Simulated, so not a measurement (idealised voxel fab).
voxel local oxidation: a process module
Shown is cross-section cut, with a width of 160 nm and square cells of size 5 nm.
Cross-section = grid of square cells, listed top down in bands; band = one or more rows.
Band: top and bottom heights (nm) first, top before bottom; then materials from left to right, widths in nm. "throughout" marks a sole material filling the band edge to edge. "empty" denotes empty space.
Height 0 is the level under which the wafer as received is all one material. The lowest band goes on downwards, as in "z 0 and below".
A width such as "30..40" changes by the same amount from each row of cells to the next, from the band's top row to its bottom row.
Take "changes: none" at face value: in the step it is given for, the cross-section changed in none of its cells.
"Closed voids list" enumerates empty spaces isolated from the top, with no open way to it, that contain at least 8 cells, giving each as width x height at distance from the left edge, all three in nm.
On each step's line, the part that comes after the settings is the simulator's own comment on the step.
overlay nm: step with mask; distance mask lay right of planned place; negative value = left of planned place.

The process steps that were planned are listed below
1) RECEIVE | material Si
2) CONFORMAL_DEP | material SiO2 | thk nm 5
3) CONFORMAL_DEP | material SiN | thk nm 10
4) PATTERN | tone cover | mask id ACTIVE | material resist | width nm 95 | thk nm 15 | overlay nm -15
5) DIRECTIONAL_ETCH | etch materials SiN | depth nm 10
6) STRIP | etch materials resist
7) SELECTIVE_ETCH | etch materials SiO2 | depth nm 5
8) OXIDIZE | depth nm 10
9) STRIP | etch materials SiN
Don't read the plan's overlay nm for step 4 as applying to every wafer: that's the first wafer's value, and the wafers differ in it, though they all start identical.

So this is the first of several wafers, cross-sectioned as it came to us, meaning it's at the end of step 1
- z 0 and below | Si throughout
- Closed voids list: none

Shown in cross-section: the first of several wafers at the end of the module, after its last step, step 9
- z 5 to 0 | 20 empty, then 85 SiO2, then 55 empty
- z 0 to -10 | 30 SiO2, then 65 Si, then 65 SiO2
- z -10 and below | Si throughout
- Closed voids list: none

Module end, final wafer: cross-section
- z 5 to 0 | 50 empty, then 85 SiO2, then 25 empty
- z 0 to -10 | 60 SiO2, then 65 Si, then 35 SiO2
- z -10 and below | Si throughout
- Closed voids list: none

End of module, by wafer: material-by-material cell gain (+) or loss (-) since receipt, then closed voids
overlay nm -15, -38 Si, +55 SiO2, Closed voids list: none
overlay nm -10, -38 Si, +55 SiO2, Closed voids list: none
overlay nm -5, -38 Si, +55 SiO2, Closed voids list: none
overlay nm 0, -38 Si, +55 SiO2, Closed voids list: none
overlay nm 5, -38 Si, +55 SiO2, Closed voids list: none
overlay nm 10, -38 Si, +55 SiO2, Closed voids list: none
overlay nm 15, -38 Si, +55 SiO2, Closed voids list: none
